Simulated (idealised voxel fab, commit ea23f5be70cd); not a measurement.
The document below concerns the process module designated voxel self aligned contacts.
In the cross-section labelled cut, the width is 155 nm and each square cell is 5 nm.
Bands, listed from the top down, are how a cross-section gets written in this document; the cross-section itself is a grid of square cells, and a band is one or more rows of them.
In this notation a band is specified by the heights of its top and bottom, in that order and in nm, after which its materials appear from left to right, each paired with its width in nm. The word "full width" attached to a single material means that material fills the band from edge to edge; the word "air" stands for empty space.
Heads up on the height convention: 0 is the point under which the incoming wafer is all one material, and the lowest band has no bottom, it just keeps going down, like "0..down".
A two-number width, for instance "30..40", indicates that the width is equal to the first number in the top row of the band and to the second number in the bottom row, and that it changes by a constant amount per row of cells.
The cross-section has no changed cell in any step marked "changes: none".
In "Closed empty spaces" the enclosed voids are listed, meaning empty spaces of 8 cells or larger without any opening to the top. The form is width x height at distance, distance from the left edge, units nm.
Heads up: the bit after the settings on a step's line is the simulator's remark on that step.
"overlay nm" denotes, for a step that has a mask, the displacement of the mask to the right of its planned place, with negative values corresponding to the left.
If you're wondering how to read the rest of this, here's the deal. It's pairs of cross-sections: one from before a process step, one from after it. The after one is only drawn as far down as the lowest band that changed. Right under each pair you'll see which step sits between them and what its settings were. Don't read the pairs as one continuous story, though. They can come from different runs of this module on the same starting wafer, and a pair only carries on from the one above it where its entry headed "Pre-process state" says so.

# Pre-process state
0..down | Si full width
Closed empty spaces: none

# Resulting Cross-Section
0..-5 | SiO2 full width
For the remainder of the cross-section, below -5, there is no change.
Closed empty spaces: none
For reference, the processing step occurring between the two cross-sections presented above is as follows: OXIDIZE, depth nm 5

Pre-process state: as shown after the step in the preceding pair, directly above.

# Resulting Cross-Section
20..0 | polySi full width
For the remainder of the cross-section, below 0, there is no change.
Closed empty spaces: none
For reference, the processing step occurring between the two cross-sections presented above is as follows: DIRECTIONAL_DEP, material polySi, thk nm 20

Pre-process state: as shown after the step in the preceding pair, directly above.

# Resulting Cross-Section
45..20 | SiN full width
For the remainder of the cross-section, below 20, there is no change.
Closed empty spaces: none
For reference, the processing step occurring between the two cross-sections presented above is as follows: DIRECTIONAL_DEP, material SiN, thk nm 25

Pre-process state: as shown after the step in the preceding pair, directly above.

# Resulting Cross-Section
45..20 | air 20 nm  SiN 35 nm  air 40 nm  SiN 35 nm  air 25 nm
For the remainder of the cross-section, below 20, there is no change.
Closed empty spaces: none
For reference, the processing step occurring between the two cross-sections presented above is as follows: MASKED_ETCH, tone cover, mask id GATE, width nm 35, pitch nm 75, etch materials SiN, depth nm 25, overlay nm 0

Pre-process state: as shown after the step in the preceding pair, directly above.

# Resulting Cross-Section
45..20 | air 20 nm  SiN 35 nm  air 40 nm  SiN 35 nm  air 25 nm
20..0 | air 20 nm  polySi 35 nm  air 40 nm  polySi 35 nm  air 25 nm
For the remainder of the cross-section, below 0, there is no change.
Closed empty spaces: none
For reference, the processing step occurring between the two cross-sections presented above is as follows: MASKED_ETCH, tone cover, mask id GATE, width nm 35, pitch nm 75, etch materials polySi, depth nm 20, overlay nm 0

Pre-process state: as shown after the step in the preceding pair, directly above.

# Resulting Cross-Section
55..20 | air 10 nm  SiN 55 nm  air 20 nm  SiN 55 nm  air 15 nm
20..10 | air 10 nm  SiN 10 nm  polySi 35 nm  SiN 10 nm  air 20 nm  SiN 10 nm  polySi 35 nm  SiN 10 nm  air 15 nm
10..0 | SiN 20 nm  polySi 35 nm  SiN 40 nm  polySi 35 nm  SiN 25 nm
For the remainder of the cross-section, below 0, there is no change.
Closed empty spaces: none
For reference, the processing step occurring between the two cross-sections presented above is as follows: CONFORMAL_DEP, material SiN, thk nm 10

Pre-process state: as shown after the step in the preceding pair, directly above.

# Resulting Cross-Section
45..20 | air 10 nm  SiN 55 nm  air 20 nm  SiN 55 nm  air 15 nm
20..0 | air 10 nm  SiN 10 nm  polySi 35 nm  SiN 10 nm  air 20 nm  SiN 10 nm  polySi 35 nm  SiN 10 nm  air 15 nm
For the remainder of the cross-section, below 0, there is no change.
Closed empty spaces: none
For reference, the processing step occurring between the two cross-sections presented above is as follows: DIRECTIONAL_ETCH, etch materials SiN, depth nm 10

Pre-process state: as shown after the step in the preceding pair, directly above.

# Resulting Cross-Section
60..45 | SiO2 full width
45..20 | SiO2 10 nm  SiN 55 nm  SiO2 20 nm  SiN 55 nm  SiO2 15 nm
20..0 | SiO2 10 nm  SiN 10 nm  polySi 35 nm  SiN 10 nm  SiO2 20 nm  SiN 10 nm  polySi 35 nm  SiN 10 nm  SiO2 15 nm
For the remainder of the cross-section, below 0, there is no change.
Closed empty spaces: none
For reference, the processing step occurring between the two cross-sections presented above is as follows: FILL_DEP, material SiO2, thk nm 15

Pre-process state: as shown after the step in the preceding pair, directly above.

# Resulting Cross-Section
50..45 | SiO2 full width
For the remainder of the cross-section, below 45, there is no change.
Closed empty spaces: none
For reference, the processing step occurring between the two cross-sections presented above is as follows: CMP, height nm 50

Pre-process state: as shown after the step in the preceding pair, directly above.

# Resulting Cross-Section
60..50 | aC full width
For the remainder of the cross-section, below 50, there is no change.
Closed empty spaces: none
For reference, the processing step occurring between the two cross-sections presented above is as follows: DIRECTIONAL_DEP, material aC, thk nm 10

Pre-process state: as shown after the step in the preceding pair, directly above.

# Resulting Cross-Section
85..60 | resist 45 nm  air 60 nm  resist 50 nm
For the remainder of the cross-section, below 60, there is no change.
Closed empty spaces: none
For reference, the processing step occurring between the two cross-sections presented above is as follows: PATTERN, tone open, mask id CONTACT, material resist, width nm 60, thk nm 25, overlay nm 0

Pre-process state: as shown after the step in the preceding pair, directly above.

# Resulting Cross-Section
75..60 | resist 45 nm  air 60 nm  resist 50 nm
60..50 | aC 45 nm  air 60 nm  aC 50 nm
For the remainder of the cross-section, below 50, there is no change.
Closed empty spaces: none
For reference, the processing step occurring between the two cross-sections presented above is as follows: DIRECTIONAL_ETCH, etch materials aC, depth nm 10

Pre-process state: as shown after the step in the preceding pair, directly above.

# Resulting Cross-Section
60..50 | aC 45 nm  air 60 nm  aC 50 nm
For the remainder of the cross-section, below 50, there is no change.
Closed empty spaces: none
For reference, the processing step occurring between the two cross-sections presented above is as follows: STRIP, etch materials resist

Pre-process state: as shown after the step in the preceding pair, directly above.

# Resulting Cross-Section
60..50 | aC 45 nm  air 60 nm  aC 50 nm
50..45 | SiO2 45 nm  air 60 nm  SiO2 50 nm
45..20 | SiO2 10 nm  SiN 55 nm  air 20 nm  SiN 55 nm  SiO2 15 nm
20..0 | SiO2 10 nm  SiN 10 nm  polySi 35 nm  SiN 10 nm  air 20 nm  SiN 10 nm  polySi 35 nm  SiN 10 nm  SiO2 15 nm
0..-5 | SiO2 65 nm  air 20 nm  SiO2 70 nm
For the remainder of the cross-section, below -5, there is no change.
Closed empty spaces: none
For reference, the processing step occurring between the two cross-sections presented above is as follows: DIRECTIONAL_ETCH, etch materials SiO2, depth nm 55

Pre-process state: as shown after the step in the preceding pair, directly above.

# Resulting Cross-Section
50..45 | SiO2 45 nm  air 60 nm  SiO2 50 nm
For the remainder of the cross-section, below 45, there is no change.
Closed empty spaces: none
For reference, the processing step occurring between the two cross-sections presented above is as follows: STRIP, etch materials aC

Pre-process state: as shown after the step in the preceding pair, directly above.

# Resulting Cross-Section
55..50 | TiN 50 nm  air 50 nm  TiN 55 nm
50..45 | SiO2 45 nm  TiN 25 nm  air 10 nm  TiN 25 nm  SiO2 50 nm
45..20 | SiO2 10 nm  SiN 55 nm  TiN 5 nm  air 10 nm  TiN 5 nm  SiN 55 nm  SiO2 15 nm
20..0 | SiO2 10 nm  SiN 10 nm  polySi 35 nm  SiN 10 nm  TiN 5 nm  air 10 nm  TiN 5 nm  SiN 10 nm  polySi 35 nm  SiN 10 nm  SiO2 15 nm
0..-5 | SiO2 65 nm  TiN 20 nm  SiO2 70 nm
For the remainder of the cross-section, below -5, there is no change.
Closed empty spaces: none
For reference, the processing step occurring between the two cross-sections presented above is as follows: CONFORMAL_DEP, material TiN, thk nm 5

Pre-process state: as shown after the step in the preceding pair, directly above.

# Resulting Cross-Section
60..55 | W full width
55..50 | TiN 50 nm  W 50 nm  TiN 55 nm
50..45 | SiO2 45 nm  TiN 25 nm  W 10 nm  TiN 25 nm  SiO2 50 nm
45..20 | SiO2 10 nm  SiN 55 nm  TiN 5 nm  W 10 nm  TiN 5 nm  SiN 55 nm  SiO2 15 nm
20..0 | SiO2 10 nm  SiN 10 nm  polySi 35 nm  SiN 10 nm  TiN 5 nm  W 10 nm  TiN 5 nm  SiN 10 nm  polySi 35 nm  SiN 10 nm  SiO2 15 nm
For the remainder of the cross-section, below 0, there is no change.
Closed empty spaces: none
For reference, the processing step occurring between the two cross-sections presented above is as follows: FILL_DEP, material W, thk nm 5

Pre-process state: as shown after the step in the preceding pair, directly above.

# Resulting Cross-Section
50..45 | SiO2 45 nm  TiN 25 nm  W 10 nm  TiN 25 nm  SiO2 50 nm
For the remainder of the cross-section, below 45, there is no change.
Closed empty spaces: none
For reference, the processing step occurring between the two cross-sections presented above is as follows: CMP, height nm 50

Pre-process state: as shown after the step in the preceding pair, directly above.

# Resulting Cross-Section
55..50 | SiCN full width
For the remainder of the cross-section, below 50, there is no change.
Closed empty spaces: none
For reference, the processing step occurring between the two cross-sections presented above is as follows: CONFORMAL_DEP, material SiCN, thk nm 5

# Pre-process state
45..20 | air 20 nm  SiN 35 nm  air 40 nm  SiN 35 nm  air 25 nm
20..0 | air 20 nm  polySi 35 nm  air 40 nm  polySi 35 nm  air 25 nm
0..-5 | SiO2 full width
-5..down | Si full width
Closed empty spaces: none

# Resulting Cross-Section
35..20 | air 20 nm  SiN 35 nm  air 40 nm  SiN 35 nm  air 25 nm
For the remainder of the cross-section, below 20, there is no change.
Closed empty spaces: none
For reference, the processing step occurring between the two cross-sections presented above is as follows: DIRECTIONAL_ETCH, etch materials SiN, depth nm 10

Pre-process state: as shown after the step in the preceding pair, directly above.

# Resulting Cross-Section
50..35 | SiO2 full width
35..20 | SiO2 20 nm  SiN 35 nm  SiO2 40 nm  SiN 35 nm  SiO2 25 nm
20..0 | SiO2 20 nm  polySi 35 nm  SiO2 40 nm  polySi 35 nm  SiO2 25 nm
For the remainder of the cross-section, below 0, there is no change.
Closed empty spaces: none
For reference, the processing step occurring between the two cross-sections presented above is as follows: FILL_DEP, material SiO2, thk nm 15

Pre-process state: as shown after the step in the preceding pair, directly above.

# Resulting Cross-Section
60..50 | aC full width
For the remainder of the cross-section, below 50, there is no change.
Closed empty spaces: none
For reference, the processing step occurring between the two cross-sections presented above is as follows: DIRECTIONAL_DEP, material aC, thk nm 10

Pre-process state: as shown after the step in the preceding pair, directly above.

# Resulting Cross-Section
85..60 | resist 45 nm  air 60 nm  resist 50 nm
For the remainder of the cross-section, below 60, there is no change.
Closed empty spaces: none
For reference, the processing step occurring between the two cross-sections presented above is as follows: PATTERN, tone open, mask id CONTACT, material resist, width nm 60, thk nm 25, overlay nm 0

Pre-process state: as shown after the step in the preceding pair, directly above.

# Resulting Cross-Section
75..60 | resist 45 nm  air 60 nm  resist 50 nm
60..50 | aC 45 nm  air 60 nm  aC 50 nm
For the remainder of the cross-section, below 50, there is no change.
Closed empty spaces: none
For reference, the processing step occurring between the two cross-sections presented above is as follows: DIRECTIONAL_ETCH, etch materials aC, depth nm 10

Pre-process state: as shown after the step in the preceding pair, directly above.

# Resulting Cross-Section
60..50 | aC 45 nm  air 60 nm  aC 50 nm
For the remainder of the cross-section, below 50, there is no change.
Closed empty spaces: none
For reference, the processing step occurring between the two cross-sections presented above is as follows: STRIP, etch materials resist

Pre-process state: as shown after the step in the preceding pair, directly above.

# Resulting Cross-Section
60..50 | aC 45 nm  air 60 nm  aC 50 nm
50..35 | SiO2 45 nm  air 60 nm  SiO2 50 nm
35..20 | SiO2 20 nm  SiN 35 nm  air 40 nm  SiN 35 nm  SiO2 25 nm
20..0 | SiO2 20 nm  polySi 35 nm  air 40 nm  polySi 35 nm  SiO2 25 nm
0..-5 | SiO2 55 nm  air 40 nm  SiO2 60 nm
For the remainder of the cross-section, below -5, there is no change.
Closed empty spaces: none
For reference, the processing step occurring between the two cross-sections presented above is as follows: DIRECTIONAL_ETCH, etch materials SiO2, depth nm 55

Pre-process state: as shown after the step in the preceding pair, directly above.

# Resulting Cross-Section
50..35 | SiO2 45 nm  air 60 nm  SiO2 50 nm
For the remainder of the cross-section, below 35, there is no change.
Closed empty spaces: none
For reference, the processing step occurring between the two cross-sections presented above is as follows: STRIP, etch materials aC

Pre-process state: as shown after the step in the preceding pair, directly above.

# Resulting Cross-Section
55..50 | TiN 50 nm  air 50 nm  TiN 55 nm
50..40 | SiO2 45 nm  TiN 5 nm  air 50 nm  TiN 5 nm  SiO2 50 nm
40..35 | SiO2 45 nm  TiN 15 nm  air 30 nm  TiN 15 nm  SiO2 50 nm
35..20 | SiO2 20 nm  SiN 35 nm  TiN 5 nm  air 30 nm  TiN 5 nm  SiN 35 nm  SiO2 25 nm
20..0 | SiO2 20 nm  polySi 35 nm  TiN 5 nm  air 30 nm  TiN 5 nm  polySi 35 nm  SiO2 25 nm
0..-5 | SiO2 55 nm  TiN 40 nm  SiO2 60 nm
For the remainder of the cross-section, below -5, there is no change.
Closed empty spaces: none
For reference, the processing step occurring between the two cross-sections presented above is as follows: CONFORMAL_DEP, material TiN, thk nm 5

Pre-process state: as shown after the step in the preceding pair, directly above.

# Resulting Cross-Section
60..55 | W full width
55..50 | TiN 50 nm  W 50 nm  TiN 55 nm
50..40 | SiO2 45 nm  TiN 5 nm  W 50 nm  TiN 5 nm  SiO2 50 nm
40..35 | SiO2 45 nm  TiN 15 nm  W 30 nm  TiN 15 nm  SiO2 50 nm
35..20 | SiO2 20 nm  SiN 35 nm  TiN 5 nm  W 30 nm  TiN 5 nm  SiN 35 nm  SiO2 25 nm
20..0 | SiO2 20 nm  polySi 35 nm  TiN 5 nm  W 30 nm  TiN 5 nm  polySi 35 nm  SiO2 25 nm
For the remainder of the cross-section, below 0, there is no change.
Closed empty spaces: none
For reference, the processing step occurring between the two cross-sections presented above is as follows: FILL_DEP, material W, thk nm 5

Pre-process state: as shown after the step in the preceding pair, directly above.

# Resulting Cross-Section
50..40 | SiO2 45 nm  TiN 5 nm  W 50 nm  TiN 5 nm  SiO2 50 nm
For the remainder of the cross-section, below 40, there is no change.
Closed empty spaces: none
For reference, the processing step occurring between the two cross-sections presented above is as follows: CMP, height nm 50

Pre-process state: as shown after the step in the preceding pair, directly above.

# Resulting Cross-Section
55..50 | SiCN full width
For the remainder of the cross-section, below 50, there is no change.
Closed empty spaces: none
For reference, the processing step occurring between the two cross-sections presented above is as follows: CONFORMAL_DEP, material SiCN, thk nm 5

# Pre-process state
20..0 | polySi full width
0..-5 | SiO2 full width
-5..down | Si full width
Closed empty spaces: none

# Resulting Cross-Section
40..0 | polySi full width
For the remainder of the cross-section, below 0, there is no change.
Closed empty spaces: none
For reference, the processing step occurring between the two cross-sections presented above is as follows: DIRECTIONAL_DEP, material polySi, thk nm 20

Pre-process state: as shown after the step in the preceding pair, directly above.

# Resulting Cross-Section
65..40 | SiN full width
For the remainder of the cross-section, below 40, there is no change.
Closed empty spaces: none
For reference, the processing step occurring between the two cross-sections presented above is as follows: DIRECTIONAL_DEP, material SiN, thk nm 25

Pre-process state: as shown after the step in the preceding pair, directly above.

# Resulting Cross-Section
65..40 | air 20 nm  SiN 35 nm  air 40 nm  SiN 35 nm  air 25 nm
For the remainder of the cross-section, below 40, there is no change.
Closed empty spaces: none
For reference, the processing step occurring between the two cross-sections presented above is as follows: MASKED_ETCH, tone cover, mask id GATE, width nm 35, pitch nm 75, etch materials SiN, depth nm 25, overlay nm 0

Pre-process state: as shown after the step in the preceding pair, directly above.

# Resulting Cross-Section
65..40 | air 20 nm  SiN 35 nm  air 40 nm  SiN 35 nm  air 25 nm
40..20 | air 20 nm  polySi 35 nm  air 40 nm  polySi 35 nm  air 25 nm
For the remainder of the cross-section, below 20, there is no change.
Closed empty spaces: none
For reference, the processing step occurring between the two cross-sections presented above is as follows: MASKED_ETCH, tone cover, mask id GATE, width nm 35, pitch nm 75, etch materials polySi, depth nm 20, overlay nm 0

Pre-process state: as shown after the step in the preceding pair, directly above.

# Resulting Cross-Section
75..40 | air 10 nm  SiN 55 nm  air 20 nm  SiN 55 nm  air 15 nm
40..30 | air 10 nm  SiN 10 nm  polySi 35 nm  SiN 10 nm  air 20 nm  SiN 10 nm  polySi 35 nm  SiN 10 nm  air 15 nm
30..20 | SiN 20 nm  polySi 35 nm  SiN 40 nm  polySi 35 nm  SiN 25 nm
For the remainder of the cross-section, below 20, there is no change.
Closed empty spaces: none
For reference, the processing step occurring between the two cross-sections presented above is as follows: CONFORMAL_DEP, material SiN, thk nm 10

Pre-process state: as shown after the step in the preceding pair, directly above.

# Resulting Cross-Section
65..40 | air 10 nm  SiN 55 nm  air 20 nm  SiN 55 nm  air 15 nm
40..20 | air 10 nm  SiN 10 nm  polySi 35 nm  SiN 10 nm  air 20 nm  SiN 10 nm  polySi 35 nm  SiN 10 nm  air 15 nm
For the remainder of the cross-section, below 20, there is no change.
Closed empty spaces: none
For reference, the processing step occurring between the two cross-sections presented above is as follows: DIRECTIONAL_ETCH, etch materials SiN, depth nm 10

Pre-process state: as shown after the step in the preceding pair, directly above.

# Resulting Cross-Section
80..65 | SiO2 full width
65..40 | SiO2 10 nm  SiN 55 nm  SiO2 20 nm  SiN 55 nm  SiO2 15 nm
40..20 | SiO2 10 nm  SiN 10 nm  polySi 35 nm  SiN 10 nm  SiO2 20 nm  SiN 10 nm  polySi 35 nm  SiN 10 nm  SiO2 15 nm
For the remainder of the cross-section, below 20, there is no change.
Closed empty spaces: none
For reference, the processing step occurring between the two cross-sections presented above is as follows: FILL_DEP, material SiO2, thk nm 15

Pre-process state: as shown after the step in the preceding pair, directly above.

# Resulting Cross-Section
50..40 | SiO2 10 nm  SiN 55 nm  SiO2 20 nm  SiN 55 nm  SiO2 15 nm
For the remainder of the cross-section, below 40, there is no change.
Closed empty spaces: none
For reference, the processing step occurring between the two cross-sections presented above is as follows: CMP, height nm 50

Pre-process state: as shown after the step in the preceding pair, directly above.

# Resulting Cross-Section
60..50 | aC full width
For the remainder of the cross-section, below 50, there is no change.
Closed empty spaces: none
For reference, the processing step occurring between the two cross-sections presented above is as follows: DIRECTIONAL_DEP, material aC, thk nm 10

Pre-process state: as shown after the step in the preceding pair, directly above.

# Resulting Cross-Section
85..60 | resist 45 nm  air 60 nm  resist 50 nm
For the remainder of the cross-section, below 60, there is no change.
Closed empty spaces: none
For reference, the processing step occurring between the two cross-sections presented above is as follows: PATTERN, tone open, mask id CONTACT, material resist, width nm 60, thk nm 25, overlay nm 0

Pre-process state: as shown after the step in the preceding pair, directly above.

# Resulting Cross-Section
75..60 | resist 45 nm  air 60 nm  resist 50 nm
60..50 | aC 45 nm  air 60 nm  aC 50 nm
For the remainder of the cross-section, below 50, there is no change.
Closed empty spaces: none
For reference, the processing step occurring between the two cross-sections presented above is as follows: DIRECTIONAL_ETCH, etch materials aC, depth nm 10

Pre-process state: as shown after the step in the preceding pair, directly above.

# Resulting Cross-Section
60..50 | aC 45 nm  air 60 nm  aC 50 nm
For the remainder of the cross-section, below 50, there is no change.
Closed empty spaces: none
For reference, the processing step occurring between the two cross-sections presented above is as follows: STRIP, etch materials resist

Pre-process state: as shown after the step in the preceding pair, directly above.

# Resulting Cross-Section
60..50 | aC 45 nm  air 60 nm  aC 50 nm
50..40 | SiO2 10 nm  SiN 55 nm  air 20 nm  SiN 55 nm  SiO2 15 nm
40..20 | SiO2 10 nm  SiN 10 nm  polySi 35 nm  SiN 10 nm  air 20 nm  SiN 10 nm  polySi 35 nm  SiN 10 nm  SiO2 15 nm
For the remainder of the cross-section, below 20, there is no change.
Closed empty spaces: none
For reference, the processing step occurring between the two cross-sections presented above is as follows: DIRECTIONAL_ETCH, etch materials SiO2, depth nm 55

Pre-process state: as shown after the step in the preceding pair, directly above.

# Resulting Cross-Section
50..40 | SiO2 10 nm  SiN 55 nm  air 20 nm  SiN 55 nm  SiO2 15 nm
For the remainder of the cross-section, below 40, there is no change.
Closed empty spaces: none
For reference, the processing step occurring between the two cross-sections presented above is as follows: STRIP, etch materials aC

Pre-process state: as shown after the step in the preceding pair, directly above.

# Resulting Cross-Section
55..50 | TiN 70 nm  air 10 nm  TiN 75 nm
50..40 | SiO2 10 nm  SiN 55 nm  TiN 5 nm  air 10 nm  TiN 5 nm  SiN 55 nm  SiO2 15 nm
40..25 | SiO2 10 nm  SiN 10 nm  polySi 35 nm  SiN 10 nm  TiN 5 nm  air 10 nm  TiN 5 nm  SiN 10 nm  polySi 35 nm  SiN 10 nm  SiO2 15 nm
25..20 | SiO2 10 nm  SiN 10 nm  polySi 35 nm  SiN 10 nm  TiN 20 nm  SiN 10 nm  polySi 35 nm  SiN 10 nm  SiO2 15 nm
For the remainder of the cross-section, below 20, there is no change.
Closed empty spaces: none
For reference, the processing step occurring between the two cross-sections presented above is as follows: CONFORMAL_DEP, material TiN, thk nm 5

Pre-process state: as shown after the step in the preceding pair, directly above.

# Resulting Cross-Section
60..55 | W full width
55..50 | TiN 70 nm  W 10 nm  TiN 75 nm
50..40 | SiO2 10 nm  SiN 55 nm  TiN 5 nm  W 10 nm  TiN 5 nm  SiN 55 nm  SiO2 15 nm
40..25 | SiO2 10 nm  SiN 10 nm  polySi 35 nm  SiN 10 nm  TiN 5 nm  W 10 nm  TiN 5 nm  SiN 10 nm  polySi 35 nm  SiN 10 nm  SiO2 15 nm
For the remainder of the cross-section, below 25, there is no change.
Closed empty spaces: none
For reference, the processing step occurring between the two cross-sections presented above is as follows: FILL_DEP, material W, thk nm 5

Pre-process state: as shown after the step in the preceding pair, directly above.

# Resulting Cross-Section
50..40 | SiO2 10 nm  SiN 55 nm  TiN 5 nm  W 10 nm  TiN 5 nm  SiN 55 nm  SiO2 15 nm
For the remainder of the cross-section, below 40, there is no change.
Closed empty spaces: none
For reference, the processing step occurring between the two cross-sections presented above is as follows: CMP, height nm 50

Pre-process state: as shown after the step in the preceding pair, directly above.

# Resulting Cross-Section
55..50 | SiCN full width
For the remainder of the cross-section, below 50, there is no change.
Closed empty spaces: none
For reference, the processing step occurring between the two cross-sections presented above is as follows: CONFORMAL_DEP, material SiCN, thk nm 5

# Pre-process state
35..20 | air 20 nm  SiN 35 nm  air 40 nm  SiN 35 nm  air 25 nm
20..0 | air 20 nm  polySi 35 nm  air 40 nm  polySi 35 nm  air 25 nm
0..-5 | SiO2 full width
-5..down | Si full width
Closed empty spaces: none

# Resulting Cross-Section
45..20 | air 10 nm  SiN 55 nm  air 20 nm  SiN 55 nm  air 15 nm
20..10 | air 10 nm  SiN 10 nm  polySi 35 nm  SiN 10 nm  air 20 nm  SiN 10 nm  polySi 35 nm  SiN 10 nm  air 15 nm
10..0 | SiN 20 nm  polySi 35 nm  SiN 40 nm  polySi 35 nm  SiN 25 nm
For the remainder of the cross-section, below 0, there is no change.
Closed empty spaces: none
For reference, the processing step occurring between the two cross-sections presented above is as follows: CONFORMAL_DEP, material SiN, thk nm 10

Pre-process state: as shown after the step in the preceding pair, directly above.

# Resulting Cross-Section
60..45 | SiO2 full width
45..20 | SiO2 10 nm  SiN 55 nm  SiO2 20 nm  SiN 55 nm  SiO2 15 nm
20..10 | SiO2 10 nm  SiN 10 nm  polySi 35 nm  SiN 10 nm  SiO2 20 nm  SiN 10 nm  polySi 35 nm  SiN 10 nm  SiO2 15 nm
For the remainder of the cross-section, below 10, there is no change.
Closed empty spaces: none
For reference, the processing step occurring between the two cross-sections presented above is as follows: FILL_DEP, material SiO2, thk nm 15

Pre-process state: as shown after the step in the preceding pair, directly above.

# Resulting Cross-Section
50..45 | SiO2 full width
For the remainder of the cross-section, below 45, there is no change.
Closed empty spaces: none
For reference, the processing step occurring between the two cross-sections presented above is as follows: CMP, height nm 50

Pre-process state: as shown after the step in the preceding pair, directly above.

# Resulting Cross-Section
60..50 | aC full width
For the remainder of the cross-section, below 50, there is no change.
Closed empty spaces: none
For reference, the processing step occurring between the two cross-sections presented above is as follows: DIRECTIONAL_DEP, material aC, thk nm 10

Pre-process state: as shown after the step in the preceding pair, directly above.

# Resulting Cross-Section
85..60 | resist 45 nm  air 60 nm  resist 50 nm
For the remainder of the cross-section, below 60, there is no change.
Closed empty spaces: none
For reference, the processing step occurring between the two cross-sections presented above is as follows: PATTERN, tone open, mask id CONTACT, material resist, width nm 60, thk nm 25, overlay nm 0

Pre-process state: as shown after the step in the preceding pair, directly above.

# Resulting Cross-Section
75..60 | resist 45 nm  air 60 nm  resist 50 nm
60..50 | aC 45 nm  air 60 nm  aC 50 nm
For the remainder of the cross-section, below 50, there is no change.
Closed empty spaces: none
For reference, the processing step occurring between the two cross-sections presented above is as follows: DIRECTIONAL_ETCH, etch materials aC, depth nm 10

Pre-process state: as shown after the step in the preceding pair, directly above.

# Resulting Cross-Section
60..50 | aC 45 nm  air 60 nm  aC 50 nm
For the remainder of the cross-section, below 50, there is no change.
Closed empty spaces: none
For reference, the processing step occurring between the two cross-sections presented above is as follows: STRIP, etch materials resist

Pre-process state: as shown after the step in the preceding pair, directly above.

# Resulting Cross-Section
60..50 | aC 45 nm  air 60 nm  aC 50 nm
50..45 | SiO2 45 nm  air 60 nm  SiO2 50 nm
45..20 | SiO2 10 nm  SiN 55 nm  air 20 nm  SiN 55 nm  SiO2 15 nm
20..10 | SiO2 10 nm  SiN 10 nm  polySi 35 nm  SiN 10 nm  air 20 nm  SiN 10 nm  polySi 35 nm  SiN 10 nm  SiO2 15 nm
For the remainder of the cross-section, below 10, there is no change.
Closed empty spaces: none
For reference, the processing step occurring between the two cross-sections presented above is as follows: DIRECTIONAL_ETCH, etch materials SiO2, depth nm 55

Pre-process state: as shown after the step in the preceding pair, directly above.

# Resulting Cross-Section
50..45 | SiO2 45 nm  air 60 nm  SiO2 50 nm
For the remainder of the cross-section, below 45, there is no change.
Closed empty spaces: none
For reference, the processing step occurring between the two cross-sections presented above is as follows: STRIP, etch materials aC

Pre-process state: as shown after the step in the preceding pair, directly above.

# Resulting Cross-Section
55..50 | TiN 50 nm  air 50 nm  TiN 55 nm
50..45 | SiO2 45 nm  TiN 25 nm  air 10 nm  TiN 25 nm  SiO2 50 nm
45..20 | SiO2 10 nm  SiN 55 nm  TiN 5 nm  air 10 nm  TiN 5 nm  SiN 55 nm  SiO2 15 nm
20..15 | SiO2 10 nm  SiN 10 nm  polySi 35 nm  SiN 10 nm  TiN 5 nm  air 10 nm  TiN 5 nm  SiN 10 nm  polySi 35 nm  SiN 10 nm  SiO2 15 nm
15..10 | SiO2 10 nm  SiN 10 nm  polySi 35 nm  SiN 10 nm  TiN 20 nm  SiN 10 nm  polySi 35 nm  SiN 10 nm  SiO2 15 nm
For the remainder of the cross-section, below 10, there is no change.
Closed empty spaces: none
For reference, the processing step occurring between the two cross-sections presented above is as follows: CONFORMAL_DEP, material TiN, thk nm 5

Pre-process state: as shown after the step in the preceding pair, directly above.

# Resulting Cross-Section
60..55 | W full width
55..50 | TiN 50 nm  W 50 nm  TiN 55 nm
50..45 | SiO2 45 nm  TiN 25 nm  W 10 nm  TiN 25 nm  SiO2 50 nm
45..20 | SiO2 10 nm  SiN 55 nm  TiN 5 nm  W 10 nm  TiN 5 nm  SiN 55 nm  SiO2 15 nm
20..15 | SiO2 10 nm  SiN 10 nm  polySi 35 nm  SiN 10 nm  TiN 5 nm  W 10 nm  TiN 5 nm  SiN 10 nm  polySi 35 nm  SiN 10 nm  SiO2 15 nm
For the remainder of the cross-section, below 15, there is no change.
Closed empty spaces: none
For reference, the processing step occurring between the two cross-sections presented above is as follows: FILL_DEP, material W, thk nm 5

Pre-process state: as shown after the step in the preceding pair, directly above.

# Resulting Cross-Section
50..45 | SiO2 45 nm  TiN 25 nm  W 10 nm  TiN 25 nm  SiO2 50 nm
For the remainder of the cross-section, below 45, there is no change.
Closed empty spaces: none
For reference, the processing step occurring between the two cross-sections presented above is as follows: CMP, height nm 50

Pre-process state: as shown after the step in the preceding pair, directly above.

# Resulting Cross-Section
55..50 | SiCN full width
For the remainder of the cross-section, below 50, there is no change.
Closed empty spaces: none
For reference, the processing step occurring between the two cross-sections presented above is as follows: CONFORMAL_DEP, material SiCN, thk nm 5

# Pre-process state
50..45 | SiO2 45 nm  TiN 25 nm  W 10 nm  TiN 25 nm  SiO2 50 nm
45..20 | SiO2 10 nm  SiN 55 nm  TiN 5 nm  W 10 nm  TiN 5 nm  SiN 55 nm  SiO2 15 nm
20..0 | SiO2 10 nm  SiN 10 nm  polySi 35 nm  SiN 10 nm  TiN 5 nm  W 10 nm  TiN 5 nm  SiN 10 nm  polySi 35 nm  SiN 10 nm  SiO2 15 nm
0..-5 | SiO2 65 nm  TiN 20 nm  SiO2 70 nm
-5..down | Si full width
Closed empty spaces: none

# Resulting Cross-Section
65..50 | SiCN full width
For the remainder of the cross-section, below 50, there is no change.
Closed empty spaces: none
For reference, the processing step occurring between the two cross-sections presented above is as follows: CONFORMAL_DEP, material SiCN, thk nm 15

# Pre-process state
60..50 | aC full width
50..45 | SiO2 full width
45..20 | SiO2 10 nm  SiN 55 nm  SiO2 20 nm  SiN 55 nm  SiO2 15 nm
20..0 | SiO2 10 nm  SiN 10 nm  polySi 35 nm  SiN 10 nm  SiO2 20 nm  SiN 10 nm  polySi 35 nm  SiN 10 nm  SiO2 15 nm
0..-5 | SiO2 full width
-5..down | Si full width
Closed empty spaces: none

# Resulting Cross-Section
85..60 | resist 40 nm  air 70 nm  resist 45 nm
For the remainder of the cross-section, below 60, there is no change.
Closed empty spaces: none
For reference, the processing step occurring between the two cross-sections presented above is as follows: PATTERN, tone open, mask id CONTACT, material resist, width nm 70, thk nm 25, overlay nm 0

Pre-process state: as shown after the step in the preceding pair, directly above.

# Resulting Cross-Section
75..60 | resist 40 nm  air 70 nm  resist 45 nm
60..50 | aC 40 nm  air 70 nm  aC 45 nm
For the remainder of the cross-section, below 50, there is no change.
Closed empty spaces: none
For reference, the processing step occurring between the two cross-sections presented above is as follows: DIRECTIONAL_ETCH, etch materials aC, depth nm 10
